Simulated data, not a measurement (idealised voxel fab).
Documented hereafter: the process module known as voxel transistor to metal.
FYI the section here is cut, 215 nm wide, cells are 5 nm squares.
Cross-sections here: square-cell grids, written as top-down lists of bands, a band being one or more rows of cells. Each band's line starts with the height of the band's top and of its bottom, in nm. Then come its materials from left to right, each with its width in nm. One material with "everywhere" fills the band from edge to edge. "blank" is empty space. Heads up on the height convention: 0 is the point under which the incoming wafer is all one material, and the lowest band has no bottom, it just keeps going down, like "0 -> down". Note: "30..40" means the width goes from the first number (top row of the band) to the second number (bottom row) in equal steps per row of cells. The cross-section has no changed cell in any step marked "changes: none". "Closed void table" lists enclosed empty spaces (at least 8 cells, no open path upward to the top), each as width x height at distance from the left edge, in nm. Text after the settings on a step's line: the simulator's own remark on that step. When a step includes a mask, the "overlay nm" setting on its line states how far to the right of its planned place that mask lay, and negative values state how far to the left.
### Process steps (planned)
1,RECEIVE | material Si
2,CONFORMAL_DEP | material SiO2 | thk nm 5
3,CONFORMAL_DEP | material SiN | thk nm 10
4,DIRECTIONAL_DEP | material aC | thk nm 15
5,PATTERN | tone cover | mask id ACTIVE | material resist | width nm 115 | thk nm 30 | overlay nm 0
6,DIRECTIONAL_ETCH | etch materials aC | depth nm 15
7,STRIP | etch materials resist
8,DIRECTIONAL_ETCH | etch materials SiN | depth nm 10
9,DIRECTIONAL_ETCH | etch materials SiO2 | depth nm 5
10,DIRECTIONAL_ETCH | etch materials Si | depth nm 25
11,STRIP | etch materials aC
12,OXIDIZE | depth nm 5
13,FILL_DEP | material SiO2 | thk nm 15
14,CMP | height nm 15
15,SELECTIVE_ETCH | etch materials SiO2 | depth nm 10
16,STRIP | etch materials SiN
17,SELECTIVE_ETCH | etch materials SiO2 | depth nm 5
18,OXIDIZE | depth nm 5
19,DIRECTIONAL_DEP | material polySi | thk nm 25
20,DIRECTIONAL_DEP | material SiCN | thk nm 15
21,DIRECTIONAL_DEP | material aC | thk nm 15
22,PATTERN | tone cover | mask id GATE | material resist | width nm 25 | thk nm 35 | overlay nm 0
23,DIRECTIONAL_ETCH | etch materials aC | depth nm 15
24,STRIP | etch materials resist
25,DIRECTIONAL_ETCH | etch materials SiCN | depth nm 25
26,DIRECTIONAL_ETCH | etch materials polySi | depth nm 35
27,STRIP | etch materials aC
28,CONFORMAL_DEP | material SiN | thk nm 10
29,DIRECTIONAL_ETCH | etch materials SiN | depth nm 10
30,DIRECTIONAL_ETCH | etch materials SiO2 | depth nm 5
31,DIRECTIONAL_ETCH | etch materials Si | depth nm 5
32,EPI | material pSi | thk nm 5
33,FILL_DEP | material SiO2 | thk nm 10
34,CMP | height nm 25
35,STRIP | etch materials polySi
36,SELECTIVE_ETCH | etch materials SiO2 | depth nm 5
37,CONFORMAL_DEP | material HfO2 | thk nm 5
38,CONFORMAL_DEP | material TiN | thk nm 5
39,FILL_DEP | material W | thk nm 10
40,CMP | height nm 20
41,DIRECTIONAL_DEP | material SiO2 | thk nm 15
42,DIRECTIONAL_DEP | material aC | thk nm 15
43,PATTERN | tone open | mask id CONTACT | material resist | width nm 20 | pitch nm 75 | thk nm 35 | overlay nm 0
44,DIRECTIONAL_ETCH | etch materials aC | depth nm 15
45,STRIP | etch materials resist
46,DIRECTIONAL_ETCH | etch materials SiO2 | depth nm 40
47,STRIP | etch materials aC
48,CONFORMAL_DEP | material TiN | thk nm 5
49,FILL_DEP | material W | thk nm 10
50,CMP | height nm 35
51,DIRECTIONAL_DEP | material TiN | thk nm 5
52,DIRECTIONAL_DEP | material W | thk nm 25
53,DIRECTIONAL_DEP | material aC | thk nm 10
54,PATTERN | tone cover | mask id METAL_1 | material resist | width nm 20 | pitch nm 75 | thk nm 25 | overlay nm 0
55,DIRECTIONAL_ETCH | etch materials aC | depth nm 10
56,STRIP | etch materials resist
57,DIRECTIONAL_ETCH | etch materials W | depth nm 25
58,DIRECTIONAL_ETCH | etch materials TiN | depth nm 5
59,STRIP | etch materials aC
60,FILL_DEP | material SiO2 | thk nm 10
61,CMP | height nm 65
62,CONFORMAL_DEP | material SiCN | thk nm 5
63,DIRECTIONAL_DEP | material SiO2 | thk nm 35
64,MASKED_ETCH | tone open | mask id METAL_2 | width nm 20 | pitch nm 75 | etch materials SiO2 | depth nm 20 | overlay nm 0
65,PATTERN | tone open | mask id METAL_2_HOLES | material resist | width nm 15 | pitch nm 75 | thk nm 20 | overlay nm 0
66,DIRECTIONAL_ETCH | etch materials SiO2 | depth nm 15
67,DIRECTIONAL_ETCH | etch materials SiCN | depth nm 5
68,STRIP | etch materials resist
69,CONFORMAL_DEP | material TiN | thk nm 5
70,FILL_DEP | material Ru | thk nm 5
71,CMP | height nm 105
72,CONFORMAL_DEP | material SiN | thk nm 5
### Step 1 complete: cross-section of the wafer as received
0 -> down: Si everywhere
Closed void table: none
### As-planned run: cross-section of the first of two wafers at end of module
110 -> 105: SiN everywhere
105 -> 90: SiO2 60 nm / TiN 5 nm / Ru 10 nm / TiN 5 nm / SiO2 55 nm / TiN 5 nm / Ru 10 nm / TiN 5 nm / SiO2 60 nm
90 -> 85: SiO2 60 nm / TiN 5 nm / Ru 5 nm / TiN 10 nm / SiO2 55 nm / TiN 5 nm / Ru 5 nm / TiN 10 nm / SiO2 60 nm
85 -> 70: SiO2 60 nm / TiN 5 nm / Ru 5 nm / TiN 5 nm / SiO2 60 nm / TiN 5 nm / Ru 5 nm / TiN 5 nm / SiO2 65 nm
70 -> 65: SiCN 60 nm / TiN 15 nm / SiCN 60 nm / TiN 15 nm / SiCN 65 nm
65 -> 40: SiO2 60 nm / W 20 nm / SiO2 55 nm / W 20 nm / SiO2 60 nm
40 -> 35: SiO2 60 nm / TiN 20 nm / SiO2 55 nm / TiN 20 nm / SiO2 60 nm
35 -> 20: SiO2 60 nm / TiN 5 nm / W 10 nm / TiN 5 nm / SiO2 55 nm / TiN 5 nm / W 10 nm / TiN 5 nm / SiO2 60 nm
20 -> 5: SiO2 60 nm / TiN 5 nm / W 10 nm / TiN 5 nm / SiO2 5 nm / SiN 10 nm / HfO2 5 nm / TiN 5 nm / W 5 nm / TiN 5 nm / HfO2 5 nm / SiN 10 nm / SiO2 5 nm / TiN 5 nm / W 10 nm / TiN 5 nm / SiO2 60 nm
5 -> 0: SiO2 60 nm / TiN 5 nm / W 10 nm / TiN 5 nm / SiO2 5 nm / SiN 10 nm / HfO2 5 nm / TiN 15 nm / HfO2 5 nm / SiN 10 nm / SiO2 5 nm / TiN 5 nm / W 10 nm / TiN 5 nm / SiO2 60 nm
0 -> -5: SiO2 60 nm / TiN 20 nm / pSi 5 nm / SiO2 5 nm / HfO2 35 nm / SiO2 5 nm / pSi 5 nm / TiN 20 nm / SiO2 60 nm
-5 -> -10: SiO2 55 nm / pSi 30 nm / Si 45 nm / pSi 30 nm / SiO2 55 nm
-10 -> -30: SiO2 55 nm / Si 105 nm / SiO2 55 nm
-30 -> down: Si everywhere
Closed void table: none
### Second wafer of the two, sectioned at the end of the module. It began like the first and followed the same plan, but one mistake was made while running it
110 -> 105: SiN everywhere
105 -> 90: SiO2 60 nm / TiN 5 nm / Ru 10 nm / TiN 5 nm / SiO2 55 nm / TiN 5 nm / Ru 10 nm / TiN 5 nm / SiO2 60 nm
90 -> 85: SiO2 60 nm / TiN 5 nm / Ru 5 nm / TiN 10 nm / SiO2 55 nm / TiN 5 nm / Ru 5 nm / TiN 10 nm / SiO2 60 nm
85 -> 70: SiO2 60 nm / TiN 5 nm / Ru 5 nm / TiN 5 nm / SiO2 60 nm / TiN 5 nm / Ru 5 nm / TiN 5 nm / SiO2 65 nm
70 -> 65: SiCN 60 nm / TiN 15 nm / SiCN 60 nm / TiN 15 nm / SiCN 65 nm
65 -> 40: SiO2 60 nm / W 20 nm / SiO2 55 nm / W 20 nm / SiO2 60 nm
40 -> 35: SiO2 60 nm / TiN 20 nm / SiO2 55 nm / TiN 20 nm / SiO2 60 nm
35 -> 20: SiO2 60 nm / TiN 5 nm / W 10 nm / TiN 5 nm / SiO2 55 nm / TiN 5 nm / W 10 nm / TiN 5 nm / SiO2 60 nm
20 -> 5: SiO2 60 nm / TiN 5 nm / W 10 nm / TiN 5 nm / SiO2 5 nm / SiN 10 nm / W 5 nm / TiN 5 nm / W 5 nm / TiN 5 nm / W 5 nm / SiN 10 nm / SiO2 5 nm / TiN 5 nm / W 10 nm / TiN 5 nm / SiO2 60 nm
5 -> 0: SiO2 60 nm / TiN 5 nm / W 10 nm / TiN 5 nm / SiO2 5 nm / SiN 10 nm / W 5 nm / TiN 15 nm / W 5 nm / SiN 10 nm / SiO2 5 nm / TiN 5 nm / W 10 nm / TiN 5 nm / SiO2 60 nm
0 -> -5: SiO2 60 nm / TiN 20 nm / pSi 5 nm / SiO2 5 nm / W 35 nm / SiO2 5 nm / pSi 5 nm / TiN 20 nm / SiO2 60 nm
-5 -> -10: SiO2 55 nm / pSi 30 nm / Si 45 nm / pSi 30 nm / SiO2 55 nm
-10 -> -30: SiO2 55 nm / Si 105 nm / SiO2 55 nm
-30 -> down: Si everywhere
Closed void table: none
Heads up, the wafer didn't run the way we planned it: step 37 ran as: CONFORMAL_DEP | material W | thk nm 5
Wafer comparison, final, in cells, second relative to first, materials more or fewer: HfO2: 15 fewer | W: 15 more
